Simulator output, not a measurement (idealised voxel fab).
process module | voxel self aligned contacts
cross-section cut | 255 nm wide | cells 5 nm
A cross-section is a grid of square cells, given in bands from the top down. A band is one or more rows of cells.
Each band's line starts with the height of the band's top and of its bottom, in nm. Then come its materials from left to right, each with its width in nm. One material with "throughout" fills the band from edge to edge. "air" is empty space.
Height 0 is the level under which the wafer as received is all one material. The lowest band goes on downwards, as in "0 down".
A width such as "30 to 40" changes by the same amount from each row of cells to the next, from the band's top row to its bottom row.
"no change" after a step means that no cell of the cross-section changed.
closed voids: empty space of 8 cells or more with no open way to the top, each as width x height at its distance from the left edge, in nm
after a step's settings: what the simulator itself notes on the step
overlay nm, on a step with a mask: how far to the right of its planned place the mask lay; to the left if negative
plan
1 op RECEIVE | material Si
2 op OXIDIZE | depth nm 5
3 op DIRECTIONAL_DEP | material polySi | thk nm 25
4 op DIRECTIONAL_DEP | material SiN | thk nm 20
5 op MASKED_ETCH | tone cover | mask id GATE | width nm 35 | pitch nm 70 | etch materials SiN | depth nm 20 | overlay nm 0
6 op MASKED_ETCH | tone cover | mask id GATE | width nm 35 | pitch nm 70 | etch materials polySi | depth nm 25 | overlay nm 0
7 op CONFORMAL_DEP | material SiN | thk nm 5
8 op DIRECTIONAL_ETCH | etch materials SiN | depth nm 5
9 op FILL_DEP | material SiO2 | thk nm 10
10 op CMP | height nm 50
11 op DIRECTIONAL_DEP | material aC | thk nm 10
12 op PATTERN | tone open | mask id CONTACT | material resist | width nm 45 | thk nm 30 | overlay nm 0
13 op DIRECTIONAL_ETCH | etch materials aC | depth nm 10
14 op STRIP | etch materials resist
15 op DIRECTIONAL_ETCH | etch materials SiO2 | depth nm 55
16 op STRIP | etch materials aC
17 op CONFORMAL_DEP | material TiN | thk nm 5
18 op FILL_DEP | material W | thk nm 5
19 op CMP | height nm 50
20 op CONFORMAL_DEP | material SiCN | thk nm 5
varied across the wafers: thk nm of step 20. The plan shows the first wafer's value. All wafers start alike
first wafer as received, after step 1
  0 down: Si throughout
  closed voids: none
each wafer at the end: cells of each material gained (+) or lost (-) since it was received, then its closed voids
thk nm 5 | -51 Si | +51 SiCN | +92 SiN | +340 SiO2 | +29 TiN | +30 W | +70 polySi | closed voids: none
thk nm 10 | -51 Si | +102 SiCN | +92 SiN | +340 SiO2 | +29 TiN | +30 W | +70 polySi | closed voids: none
thk nm 15 | -51 Si | +153 SiCN | +92 SiN | +340 SiO2 | +29 TiN | +30 W | +70 polySi | closed voids: none
thk nm 20 | -51 Si | +204 SiCN | +92 SiN | +340 SiO2 | +29 TiN | +30 W | +70 polySi | closed voids: none
